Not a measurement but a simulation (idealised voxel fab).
process module | voxel released beams
cross-section cut | 210 nm wide | cells 5 nm
A cross-section is a grid of square cells, given in bands from the top down. A band is one or more rows of cells.
Each band's line starts with the height of the band's top and of its bottom, in nm. Then come its materials from left to right, each with its width in nm. One material with "throughout" fills the band from edge to edge. "air" is empty space.
Height 0 is the level under which the wafer as received is all one material. The lowest band goes on downwards, as in "0 down".
A width such as "30 to 40" changes by the same amount from each row of cells to the next, from the band's top row to its bottom row.
"no change" after a step means that no cell of the cross-section changed.
closed voids: empty space of 8 cells or more with no open way to the top, each as width x height at its distance from the left edge, in nm
after a step's settings: what the simulator itself notes on the step
overlay nm, on a step with a mask: how far to the right of its planned place the mask lay; to the left if negative
Each pair below shows a cross-section before one step and the cross-section after it, down to the lowest band that changed. The line under each pair gives the step between them, with its settings. The pairs can come from different runs of this module on the same starting wafer, so a pair continues from the pair above only where its "before" says so.
before
  0 down: Si throughout
  closed voids: none
after
  10 to 0: SiN throughout
  below 0: unchanged
  closed voids: none
the step between: op CONFORMAL_DEP | material SiN | thk nm 10
before: the cross-section after the pair above
after
  25 to 10: SiO2 throughout
  below 10: unchanged
  closed voids: none
the step between: op DIRECTIONAL_DEP | material SiO2 | thk nm 15
before: the cross-section after the pair above
after
  40 to 25: aC throughout
  below 25: unchanged
  closed voids: none
the step between: op DIRECTIONAL_DEP | material aC | thk nm 15
before: the cross-section after the pair above
after
  70 to 40: resist 45 | air 45 | resist 120
  below 40: unchanged
  closed voids: none
the step between: op PATTERN | tone open | mask id ANCHOR | material resist | width nm 45 | thk nm 30 | overlay nm 0
before: the cross-section after the pair above
after
  55 to 40: resist 45 | air 45 | resist 120
  40 to 25: aC 45 | air 45 | aC 120
  below 25: unchanged
  closed voids: none
the step between: op DIRECTIONAL_ETCH | etch materials aC | depth nm 15
before: the cross-section after the pair above
after
  40 to 25: aC 45 | air 45 | aC 120
  below 25: unchanged
  closed voids: none
the step between: op STRIP | etch materials resist
before: the cross-section after the pair above
after
  40 to 25: aC 45 | air 45 | aC 120
  25 to 10: SiO2 45 | air 45 | SiO2 120
  below 10: unchanged
  closed voids: none
the step between: op DIRECTIONAL_ETCH | etch materials SiO2 | depth nm 15
before: the cross-section after the pair above
after
  25 to 10: SiO2 45 | air 45 | SiO2 120
  below 10: unchanged
  closed voids: none
the step between: op STRIP | etch materials aC
before: the cross-section after the pair above
after
  40 to 25: W 60 | air 15 | W 135
  25 to 10: SiO2 45 | W 45 | SiO2 120
  below 10: unchanged
  closed voids: none
the step between: op CONFORMAL_DEP | material W | thk nm 15
before: the cross-section after the pair above
after
  55 to 40: aC 60 | air 15 | aC 135
  40 to 25: W 60 | aC 15 | W 135
  below 25: unchanged
  closed voids: none
the step between: op DIRECTIONAL_DEP | material aC | thk nm 15
before: the cross-section after the pair above
after
  90 to 55: air 40 | resist 120 | air 50
  55 to 40: aC 60 | resist 15 | aC 135
  below 40: unchanged
  closed voids: none
the step between: op PATTERN | tone cover | mask id BEAM | material resist | width nm 120 | thk nm 35 | overlay nm 0
before: the cross-section after the pair above
after
  75 to 55: air 40 | resist 120 | air 50
  55 to 40: air 40 | aC 20 | resist 15 | aC 85 | air 50
  below 40: unchanged
  closed voids: none
the step between: op DIRECTIONAL_ETCH | etch materials aC | depth nm 15
before: the cross-section after the pair above
after
  55 to 40: air 40 | aC 20 | air 15 | aC 85 | air 50
  below 40: unchanged
  closed voids: none
the step between: op STRIP | etch materials resist
before: the cross-section after the pair above
after
  55 to 40: air 40 | aC 20 | air 15 | aC 85 | air 50
  40 to 25: air 40 | W 20 | aC 15 | W 85 | air 50
  below 25: unchanged
  closed voids: none
the step between: op DIRECTIONAL_ETCH | etch materials W | depth nm 15
before: the cross-section after the pair above
after
  40 to 25: air 40 | W 20 | air 15 | W 85 | air 50
  below 25: unchanged
  closed voids: none
the step between: op STRIP | etch materials aC
before: the cross-section after the pair above
after
  40 to 25: air 40 | W 20 | air 15 | W 85 | air 50
  25 to 10: air 45 | W 45 | air 120
  below 10: unchanged
  closed voids: none
the step between: op STRIP | etch materials SiO2
before
  0 down: Si throughout
  closed voids: none
after
  15 to 0: SiO2 throughout
  below 0: unchanged
  closed voids: none
the step between: op DIRECTIONAL_DEP | material SiO2 | thk nm 15
before: the cross-section after the pair above
after
  30 to 15: aC throughout
  below 15: unchanged
  closed voids: none
the step between: op DIRECTIONAL_DEP | material aC | thk nm 15
before: the cross-section after the pair above
after
  60 to 30: resist 45 | air 45 | resist 120
  below 30: unchanged
  closed voids: none
the step between: op PATTERN | tone open | mask id ANCHOR | material resist | width nm 45 | thk nm 30 | overlay nm 0
before: the cross-section after the pair above
after
  45 to 30: resist 45 | air 45 | resist 120
  30 to 15: aC 45 | air 45 | aC 120
  below 15: unchanged
  closed voids: none
the step between: op DIRECTIONAL_ETCH | etch materials aC | depth nm 15
before: the cross-section after the pair above
after
  30 to 15: aC 45 | air 45 | aC 120
  below 15: unchanged
  closed voids: none
the step between: op STRIP | etch materials resist
before: the cross-section after the pair above
after
  30 to 15: aC 45 | air 45 | aC 120
  15 to 0: SiO2 45 | air 45 | SiO2 120
  below 0: unchanged
  closed voids: none
the step between: op DIRECTIONAL_ETCH | etch materials SiO2 | depth nm 15
before: the cross-section after the pair above
after
  15 to 0: SiO2 45 | air 45 | SiO2 120
  below 0: unchanged
  closed voids: none
the step between: op STRIP | etch materials aC
before: the cross-section after the pair above
after
  30 to 15: W 60 | air 15 | W 135
  15 to 0: SiO2 45 | W 45 | SiO2 120
  below 0: unchanged
  closed voids: none
the step between: op CONFORMAL_DEP | material W | thk nm 15
before: the cross-section after the pair above
after
  45 to 30: aC 60 | air 15 | aC 135
  30 to 15: W 60 | aC 15 | W 135
  below 15: unchanged
  closed voids: none
the step between: op DIRECTIONAL_DEP | material aC | thk nm 15
before: the cross-section after the pair above
after
  80 to 45: air 40 | resist 120 | air 50
  45 to 30: aC 60 | resist 15 | aC 135
  below 30: unchanged
  closed voids: none
the step between: op PATTERN | tone cover | mask id BEAM | material resist | width nm 120 | thk nm 35 | overlay nm 0
before: the cross-section after the pair above
after
  65 to 45: air 40 | resist 120 | air 50
  45 to 30: air 40 | aC 20 | resist 15 | aC 85 | air 50
  below 30: unchanged
  closed voids: none
the step between: op DIRECTIONAL_ETCH | etch materials aC | depth nm 15
before: the cross-section after the pair above
after
  45 to 30: air 40 | aC 20 | air 15 | aC 85 | air 50
  below 30: unchanged
  closed voids: none
the step between: op STRIP | etch materials resist
before: the cross-section after the pair above
after
  45 to 30: air 40 | aC 20 | air 15 | aC 85 | air 50
  30 to 15: air 40 | W 20 | aC 15 | W 85 | air 50
  below 15: unchanged
  closed voids: none
the step between: op DIRECTIONAL_ETCH | etch materials W | depth nm 15
before: the cross-section after the pair above
after
  30 to 15: air 40 | W 20 | air 15 | W 85 | air 50
  below 15: unchanged
  closed voids: none
the step between: op STRIP | etch materials aC
before: the cross-section after the pair above
after
  30 to 15: air 40 | W 20 | air 15 | W 85 | air 50
  15 to 0: air 45 | W 45 | air 120
  below 0: unchanged
  closed voids: none
the step between: op STRIP | etch materials SiO2
before
  40 to 25: W 60 | air 15 | W 135
  25 to 10: SiO2 45 | W 45 | SiO2 120
  10 to 0: SiN throughout
  0 down: Si throughout
  closed voids: none
after
  55 to 25: W throughout
  below 25: unchanged
  closed voids: none
the step between: op CONFORMAL_DEP | material W | thk nm 15
before: the cross-section after the pair above
after
  70 to 55: aC throughout
  below 55: unchanged
  closed voids: none
the step between: op DIRECTIONAL_DEP | material aC | thk nm 15
before: the cross-section after the pair above
after
  105 to 70: air 40 | resist 120 | air 50
  below 70: unchanged
  closed voids: none
the step between: op PATTERN | tone cover | mask id BEAM | material resist | width nm 120 | thk nm 35 | overlay nm 0
before: the cross-section after the pair above
after
  90 to 70: air 40 | resist 120 | air 50
  70 to 55: air 40 | aC 120 | air 50
  below 55: unchanged
  closed voids: none
the step between: op DIRECTIONAL_ETCH | etch materials aC | depth nm 15
before: the cross-section after the pair above
after
  70 to 55: air 40 | aC 120 | air 50
  below 55: unchanged
  closed voids: none
the step between: op STRIP | etch materials resist
before: the cross-section after the pair above
after
  70 to 55: air 40 | aC 120 | air 50
  55 to 40: air 40 | W 120 | air 50
  below 40: unchanged
  closed voids: none
the step between: op DIRECTIONAL_ETCH | etch materials W | depth nm 15
before: the cross-section after the pair above
after
  55 to 40: air 40 | W 120 | air 50
  below 40: unchanged
  closed voids: none
the step between: op STRIP | etch materials aC
before
  15 to 0: SiO2 throughout
  0 down: Si throughout
  closed voids: none
after
  25 to 15: SiN throughout
  below 15: unchanged
  closed voids: none
the step between: op CONFORMAL_DEP | material SiN | thk nm 10
before: the cross-section after the pair above
after
  40 to 25: aC throughout
  below 25: unchanged
  closed voids: none
the step between: op DIRECTIONAL_DEP | material aC | thk nm 15
before: the cross-section after the pair above
after
  70 to 40: resist 45 | air 45 | resist 120
  below 40: unchanged
  closed voids: none
the step between: op PATTERN | tone open | mask id ANCHOR | material resist | width nm 45 | thk nm 30 | overlay nm 0
before: the cross-section after the pair above
after
  55 to 40: resist 45 | air 45 | resist 120
  40 to 25: aC 45 | air 45 | aC 120
  below 25: unchanged
  closed voids: none
the step between: op DIRECTIONAL_ETCH | etch materials aC | depth nm 15
before: the cross-section after the pair above
after
  40 to 25: aC 45 | air 45 | aC 120
  below 25: unchanged
  closed voids: none
the step between: op STRIP | etch materials resist
before: the cross-section after the pair above
after
  25 to 15: SiN throughout
  below 15: unchanged
  closed voids: none
the step between: op STRIP | etch materials aC
before: the cross-section after the pair above
after
  40 to 25: W throughout
  below 25: unchanged
  closed voids: none
the step between: op CONFORMAL_DEP | material W | thk nm 15
before: the cross-section after the pair above
after
  55 to 40: aC throughout
  below 40: unchanged
  closed voids: none
the step between: op DIRECTIONAL_DEP | material aC | thk nm 15
before: the cross-section after the pair above
after
  90 to 55: air 40 | resist 120 | air 50
  below 55: unchanged
  closed voids: none
the step between: op PATTERN | tone cover | mask id BEAM | material resist | width nm 120 | thk nm 35 | overlay nm 0
before: the cross-section after the pair above
after
  75 to 55: air 40 | resist 120 | air 50
  55 to 40: air 40 | aC 120 | air 50
  below 40: unchanged
  closed voids: none
the step between: op DIRECTIONAL_ETCH | etch materials aC | depth nm 15
before: the cross-section after the pair above
after
  55 to 40: air 40 | aC 120 | air 50
  below 40: unchanged
  closed voids: none
the step between: op STRIP | etch materials resist
before: the cross-section after the pair above
after
  55 to 40: air 40 | aC 120 | air 50
  40 to 25: air 40 | W 120 | air 50
  below 25: unchanged
  closed voids: none
the step between: op DIRECTIONAL_ETCH | etch materials W | depth nm 15
before: the cross-section after the pair above
after
  40 to 25: air 40 | W 120 | air 50
  below 25: unchanged
  closed voids: none
the step between: op STRIP | etch materials aC
before
  25 to 10: SiO2 45 | air 45 | SiO2 120
  10 to 0: SiN throughout
  0 down: Si throughout
  closed voids: none
after
  35 to 25: W 55 | air 25 | W 130
  25 to 20: SiO2 45 | W 10 | air 25 | W 10 | SiO2 120
  20 to 10: SiO2 45 | W 45 | SiO2 120
  below 10: unchanged
  closed voids: none
the step between: op CONFORMAL_DEP | material W | thk nm 10
before: the cross-section after the pair above
after
  50 to 35: aC 55 | air 25 | aC 130
  35 to 25: W 55 | aC 25 | W 130
  25 to 20: SiO2 45 | W 10 | aC 25 | W 10 | SiO2 120
  below 20: unchanged
  closed voids: none
the step between: op DIRECTIONAL_DEP | material aC | thk nm 15
before: the cross-section after the pair above
after
  85 to 50: air 40 | resist 120 | air 50
  50 to 35: aC 55 | resist 25 | aC 130
  below 35: unchanged
  closed voids: none
the step between: op PATTERN | tone cover | mask id BEAM | material resist | width nm 120 | thk nm 35 | overlay nm 0
before: the cross-section after the pair above
after
  70 to 50: air 40 | resist 120 | air 50
  50 to 35: air 40 | aC 15 | resist 25 | aC 80 | air 50
  below 35: unchanged
  closed voids: none
the step between: op DIRECTIONAL_ETCH | etch materials aC | depth nm 15
before: the cross-section after the pair above
after
  50 to 35: air 40 | aC 15 | air 25 | aC 80 | air 50
  below 35: unchanged
  closed voids: none
the step between: op STRIP | etch materials resist
before: the cross-section after the pair above
after
  50 to 35: air 40 | aC 15 | air 25 | aC 80 | air 50
  35 to 25: air 40 | W 15 | aC 25 | W 80 | air 50
  below 25: unchanged
  closed voids: none
the step between: op DIRECTIONAL_ETCH | etch materials W | depth nm 15
before: the cross-section after the pair above
after
  35 to 25: air 40 | W 15 | air 25 | W 80 | air 50
  25 to 20: SiO2 45 | W 10 | air 25 | W 10 | SiO2 120
  below 20: unchanged
  closed voids: none
the step between: op STRIP | etch materials aC
before: the cross-section after the pair above
after
  35 to 25: air 40 | W 15 | air 25 | W 80 | air 50
  25 to 20: air 45 | W 10 | air 25 | W 10 | air 120
  20 to 10: air 45 | W 45 | air 120
  below 10: unchanged
  closed voids: none
the step between: op STRIP | etch materials SiO2
before
  40 to 25: aC throughout
  25 to 10: SiO2 throughout
  10 to 0: SiN throughout
  0 down: Si throughout
  closed voids: none
after
  70 to 40: resist 50 | air 35 | resist 125
  below 40: unchanged
  closed voids: none
the step between: op PATTERN | tone open | mask id ANCHOR | material resist | width nm 35 | thk nm 30 | overlay nm 0
before: the cross-section after the pair above
after
  55 to 40: resist 50 | air 35 | resist 125
  40 to 25: aC 50 | air 35 | aC 125
  below 25: unchanged
  closed voids: none
the step between: op DIRECTIONAL_ETCH | etch materials aC | depth nm 15
before: the cross-section after the pair above
after
  40 to 25: aC 50 | air 35 | aC 125
  below 25: unchanged
  closed voids: none
the step between: op STRIP | etch materials resist
before: the cross-section after the pair above
after
  40 to 25: aC 50 | air 35 | aC 125
  25 to 10: SiO2 50 | air 35 | SiO2 125
  below 10: unchanged
  closed voids: none
the step between: op DIRECTIONAL_ETCH | etch materials SiO2 | depth nm 15
before: the cross-section after the pair above
after
  25 to 10: SiO2 50 | air 35 | SiO2 125
  below 10: unchanged
  closed voids: none
the step between: op STRIP | etch materials aC
before: the cross-section after the pair above
after
  40 to 25: W 65 | air 5 | W 140
  25 to 10: SiO2 50 | W 35 | SiO2 125
  below 10: unchanged
  closed voids: none
the step between: op CONFORMAL_DEP | material W | thk nm 15
before: the cross-section after the pair above
after
  55 to 40: aC 65 | air 5 | aC 140
  40 to 25: W 65 | aC 5 | W 140
  below 25: unchanged
  closed voids: none
the step between: op DIRECTIONAL_DEP | material aC | thk nm 15
before: the cross-section after the pair above
after
  90 to 55: air 40 | resist 120 | air 50
  55 to 40: aC 65 | resist 5 | aC 140
  below 40: unchanged
  closed voids: none
the step between: op PATTERN | tone cover | mask id BEAM | material resist | width nm 120 | thk nm 35 | overlay nm 0
before: the cross-section after the pair above
after
  75 to 55: air 40 | resist 120 | air 50
  55 to 40: air 40 | aC 25 | resist 5 | aC 90 | air 50
  below 40: unchanged
  closed voids: none
the step between: op DIRECTIONAL_ETCH | etch materials aC | depth nm 15
before: the cross-section after the pair above
after
  55 to 40: air 40 | aC 25 | air 5 | aC 90 | air 50
  below 40: unchanged
  closed voids: none
the step between: op STRIP | etch materials resist
before: the cross-section after the pair above
after
  55 to 40: air 40 | aC 25 | air 5 | aC 90 | air 50
  40 to 25: air 40 | W 25 | aC 5 | W 90 | air 50
  below 25: unchanged
  closed voids: none
the step between: op DIRECTIONAL_ETCH | etch materials W | depth nm 15
before: the cross-section after the pair above
after
  40 to 25: air 40 | W 25 | air 5 | W 90 | air 50
  below 25: unchanged
  closed voids: none
the step between: op STRIP | etch materials aC
before: the cross-section after the pair above
after
  40 to 25: air 40 | W 25 | air 5 | W 90 | air 50
  25 to 10: air 50 | W 35 | air 125
  below 10: unchanged
  closed voids: none
the step between: op STRIP | etch materials SiO2
before
  55 to 40: aC 60 | air 15 | aC 135
  40 to 25: W 60 | aC 15 | W 135
  25 to 10: SiO2 45 | W 45 | SiO2 120
  10 to 0: SiN throughout
  0 down: Si throughout
  closed voids: none
after
  90 to 55: air 35 | resist 120 | air 55
  55 to 40: aC 60 | resist 15 | aC 135
  below 40: unchanged
  closed voids: none
the step between: op PATTERN | tone cover | mask id BEAM | material resist | width nm 120 | thk nm 35 | overlay nm -5
before: the cross-section after the pair above
after
  75 to 55: air 35 | resist 120 | air 55
  55 to 40: air 35 | aC 25 | resist 15 | aC 80 | air 55
  below 40: unchanged
  closed voids: none
the step between: op DIRECTIONAL_ETCH | etch materials aC | depth nm 15
before: the cross-section after the pair above
after
  55 to 40: air 35 | aC 25 | air 15 | aC 80 | air 55
  below 40: unchanged
  closed voids: none
the step between: op STRIP | etch materials resist
before: the cross-section after the pair above
after
  55 to 40: air 35 | aC 25 | air 15 | aC 80 | air 55
  40 to 25: air 35 | W 25 | aC 15 | W 80 | air 55
  below 25: unchanged
  closed voids: none
the step between: op DIRECTIONAL_ETCH | etch materials W | depth nm 15
before: the cross-section after the pair above
after
  40 to 25: air 35 | W 25 | air 15 | W 80 | air 55
  below 25: unchanged
  closed voids: none
the step between: op STRIP | etch materials aC
before: the cross-section after the pair above
after
  40 to 25: air 35 | W 25 | air 15 | W 80 | air 55
  25 to 10: air 45 | W 45 | air 120
  below 10: unchanged
  closed voids: none
the step between: op STRIP | etch materials SiO2
before
  10 to 0: SiN throughout
  0 down: Si throughout
  closed voids: none
after
  25 to 0: SiN throughout
  below 0: unchanged
  closed voids: none
the step between: op DIRECTIONAL_DEP | material SiN | thk nm 15
before: the cross-section after the pair above
after
  40 to 25: aC throughout
  below 25: unchanged
  closed voids: none
the step between: op DIRECTIONAL_DEP | material aC | thk nm 15
before: the cross-section after the pair above
after
  70 to 40: resist 45 | air 45 | resist 120
  below 40: unchanged
  closed voids: none
the step between: op PATTERN | tone open | mask id ANCHOR | material resist | width nm 45 | thk nm 30 | overlay nm 0
before: the cross-section after the pair above
after
  55 to 40: resist 45 | air 45 | resist 120
  40 to 25: aC 45 | air 45 | aC 120
  below 25: unchanged
  closed voids: none
the step between: op DIRECTIONAL_ETCH | etch materials aC | depth nm 15
before: the cross-section after the pair above
after
  40 to 25: aC 45 | air 45 | aC 120
  below 25: unchanged
  closed voids: none
the step between: op STRIP | etch materials resist
before: the cross-section after the pair above
after
  25 to 0: SiN throughout
  below 0: unchanged
  closed voids: none
the step between: op STRIP | etch materials aC
before: the cross-section after the pair above
after
  40 to 25: W throughout
  below 25: unchanged
  closed voids: none
the step between: op CONFORMAL_DEP | material W | thk nm 15
before: the cross-section after the pair above
after
  55 to 40: aC throughout
  below 40: unchanged
  closed voids: none
the step between: op DIRECTIONAL_DEP | material aC | thk nm 15
before: the cross-section after the pair above
after
  90 to 55: air 40 | resist 120 | air 50
  below 55: unchanged
  closed voids: none
the step between: op PATTERN | tone cover | mask id BEAM | material resist | width nm 120 | thk nm 35 | overlay nm 0
before: the cross-section after the pair above
after
  75 to 55: air 40 | resist 120 | air 50
  55 to 40: air 40 | aC 120 | air 50
  below 40: unchanged
  closed voids: none
the step between: op DIRECTIONAL_ETCH | etch materials aC | depth nm 15
before: the cross-section after the pair above
after
  55 to 40: air 40 | aC 120 | air 50
  below 40: unchanged
  closed voids: none
the step between: op STRIP | etch materials resist
before: the cross-section after the pair above
after
  55 to 40: air 40 | aC 120 | air 50
  40 to 25: air 40 | W 120 | air 50
  below 25: unchanged
  closed voids: none
the step between: op DIRECTIONAL_ETCH | etch materials W | depth nm 15
before: the cross-section after the pair above
after
  40 to 25: air 40 | W 120 | air 50
  below 25: unchanged
  closed voids: none
the step between: op STRIP | etch materials aC
before
  40 to 25: aC throughout
  25 to 10: SiO2 throughout
  10 to 0: SiN throughout
  0 down: Si throughout
  closed voids: none
after
  70 to 40: air 45 | resist 45 | air 120
  below 40: unchanged
  closed voids: none
the step between: op PATTERN | tone cover | mask id ANCHOR | material resist | width nm 45 | thk nm 30 | overlay nm 0
before: the cross-section after the pair above
after
  55 to 40: air 45 | resist 45 | air 120
  40 to 25: air 45 | aC 45 | air 120
  below 25: unchanged
  closed voids: none
the step between: op DIRECTIONAL_ETCH | etch materials aC | depth nm 15
before: the cross-section after the pair above
after
  40 to 25: air 45 | aC 45 | air 120
  below 25: unchanged
  closed voids: none
the step between: op STRIP | etch materials resist
before: the cross-section after the pair above
after
  40 to 25: air 45 | aC 45 | air 120
  25 to 10: air 45 | SiO2 45 | air 120
  below 10: unchanged
  closed voids: none
the step between: op DIRECTIONAL_ETCH | etch materials SiO2 | depth nm 15
before: the cross-section after the pair above
after
  25 to 10: air 45 | SiO2 45 | air 120
  below 10: unchanged
  closed voids: none
the step between: op STRIP | etch materials aC
before: the cross-section after the pair above
after
  40 to 25: air 30 | W 75 | air 105
  25 to 10: W 45 | SiO2 45 | W 120
  below 10: unchanged
  closed voids: none
the step between: op CONFORMAL_DEP | material W | thk nm 15
before: the cross-section after the pair above
after
  55 to 40: air 30 | aC 75 | air 105
  40 to 25: aC 30 | W 75 | aC 105
  below 25: unchanged
  closed voids: none
the step between: op DIRECTIONAL_DEP | material aC | thk nm 15
before: the cross-section after the pair above
after
  90 to 55: air 40 | resist 120 | air 50
  55 to 40: air 30 | aC 75 | resist 55 | air 50
  below 40: unchanged
  closed voids: none
the step between: op PATTERN | tone cover | mask id BEAM | material resist | width nm 120 | thk nm 35 | overlay nm 0
before: the cross-section after the pair above
after
  75 to 55: air 40 | resist 120 | air 50
  55 to 40: air 40 | aC 65 | resist 55 | air 50
  40 to 25: air 30 | W 75 | aC 55 | air 50
  below 25: unchanged
  closed voids: none
the step between: op DIRECTIONAL_ETCH | etch materials aC | depth nm 15
before: the cross-section after the pair above
after
  55 to 40: air 40 | aC 65 | air 105
  below 40: unchanged
  closed voids: none
the step between: op STRIP | etch materials resist
before: the cross-section after the pair above
after
  55 to 40: air 40 | aC 65 | air 105
  40 to 25: air 40 | W 65 | aC 55 | air 50
  25 to 10: air 30 | W 15 | SiO2 45 | W 70 | air 50
  below 10: unchanged
  closed voids: none
the step between: op DIRECTIONAL_ETCH | etch materials W | depth nm 15
before: the cross-section after the pair above
after
  40 to 25: air 40 | W 65 | air 105
  below 25: unchanged
  closed voids: none
the step between: op STRIP | etch materials aC
